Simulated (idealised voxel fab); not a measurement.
voxel self aligned vias: a process module
Cross-section cut spans 245 nm and uses square cells 5 nm in size.
Cross-section layout: square cells on a grid; listed as bands, top to bottom; a band spans one or more cell rows.
The band entry comprises the height of the band's top followed by the height of its bottom, expressed in nm, and subsequently the band's materials from left to right, each stated together with its width in nm. Where a single material is marked with the word "throughout", that material fills the band from edge to edge. The word "empty" represents empty space.
Counting heights begins at 0, where everything beneath is, in the wafer as received, one material. The lowest band has no bottom; it goes on downwards, as "0 -> down" shows.
When a width is written as two numbers, as in "30..40", the first number is the width in the top row of cells of the band and the second is the width in its bottom row, and the width changes by the same amount from each row to the next.
Given "remains unaltered" for a step, no cell of the cross-section differs between before and after that step.
"Completely enclosed voids" lists enclosed empty spaces (at least 8 cells, no open path upward to the top), each as width x height at distance from the left edge, in nm.
Read whatever lies past the settings on a step's line as the simulator's own remark about the step.
"overlay nm" denotes, for a step that has a mask, the displacement of the mask to the right of its planned place, with negative values corresponding to the left.
PLANNED PROCESS STEPS
1 RECEIVE: material Si
2 CONFORMAL_DEP: material SiO2, thk nm 15
3 CONFORMAL_DEP: material SiCN, thk nm 5
4 DIRECTIONAL_DEP: material lowk, thk nm 25
5 DIRECTIONAL_DEP: material aC, thk nm 15
6 PATTERN: tone open, mask id LINES, material resist, width nm 20, pitch nm 70, thk nm 30, overlay nm 0
7 DIRECTIONAL_ETCH: etch materials aC, depth nm 15
8 STRIP: etch materials resist
9 DIRECTIONAL_ETCH: etch materials lowk, depth nm 25
10 STRIP: etch materials aC
11 CONFORMAL_DEP: material TiN, thk nm 5
12 FILL_DEP: material W, thk nm 10
13 CMP: height nm 45
14 SELECTIVE_ETCH: etch materials W Ru TiN, depth nm 10
15 FILL_DEP: material SiN, thk nm 5
16 CMP: height nm 45
17 DIRECTIONAL_DEP: material lowk, thk nm 20
18 DIRECTIONAL_DEP: material aC, thk nm 15
19 PATTERN: tone open, mask id VIAS, material resist, width nm 40, pitch nm 70, thk nm 35, overlay nm 0
20 DIRECTIONAL_ETCH: etch materials aC, depth nm 15
21 STRIP: etch materials resist
22 DIRECTIONAL_ETCH: etch materials lowk, depth nm 20
23 DIRECTIONAL_ETCH: etch materials SiN, depth nm 10
24 STRIP: etch materials aC
25 CONFORMAL_DEP: material TiN, thk nm 5
26 FILL_DEP: material Cu, thk nm 5
27 CMP: height nm 65
28 CONFORMAL_DEP: material SiCN, thk nm 5
CROSS-SECTIONAL VIEW OF THE WAFER IN ITS AS-RECEIVED CONDITION, CORRESPONDING TO THE STATE AFTER STEP 1
  0 -> down | Si throughout
  Completely enclosed voids: none
A WAFER AT THE END: THIS START, THIS PLAN, ONE MISTAKE
  70 -> 65 | SiCN throughout
  65 -> 50 | 30 nm lowk, then 5 nm TiN, then 35 nm Cu, then 5 nm TiN, then 25 nm lowk, then 5 nm TiN, then 35 nm Cu, then 5 nm TiN, then 25 nm lowk, then 5 nm TiN, then 35 nm Cu, then 5 nm TiN, then 30 nm lowk
  50 -> 40 | 30..40 nm lowk, then 15..5 nm TiN, then 10 nm Cu, then 20..5 nm TiN, then 25..50 nm lowk, then 15..5 nm TiN, then 10 nm Cu, then 20..5 nm TiN, then 25..50 nm lowk, then 15..5 nm TiN, then 10 nm Cu, then 20..5 nm TiN, then 30..45 nm lowk
  40 -> 35 | 40 nm lowk, then 20 nm TiN, then 50 nm lowk, then 20 nm TiN, then 50 nm lowk, then 20 nm TiN, then 45 nm lowk
  35 -> 25 | 40 nm lowk, then 5 nm TiN, then 10 nm W, then 5 nm TiN, then 50 nm lowk, then 5 nm TiN, then 10 nm W, then 5 nm TiN, then 50 nm lowk, then 5 nm TiN, then 10 nm W, then 5 nm TiN, then 45 nm lowk
  25 -> 20 | 40 nm lowk, then 20 nm TiN, then 50 nm lowk, then 20 nm TiN, then 50 nm lowk, then 20 nm TiN, then 45 nm lowk
  20 -> 15 | SiCN throughout
  15 -> 0 | SiO2 throughout
  0 -> down | Si throughout
  Completely enclosed voids: none
In executing the process, a mistake was made relative to the plan: step 19: run off-plan, actual operation and settings PATTERN: tone open, mask id VIAS, material resist, width nm 45, pitch nm 70, thk nm 35, overlay nm 0
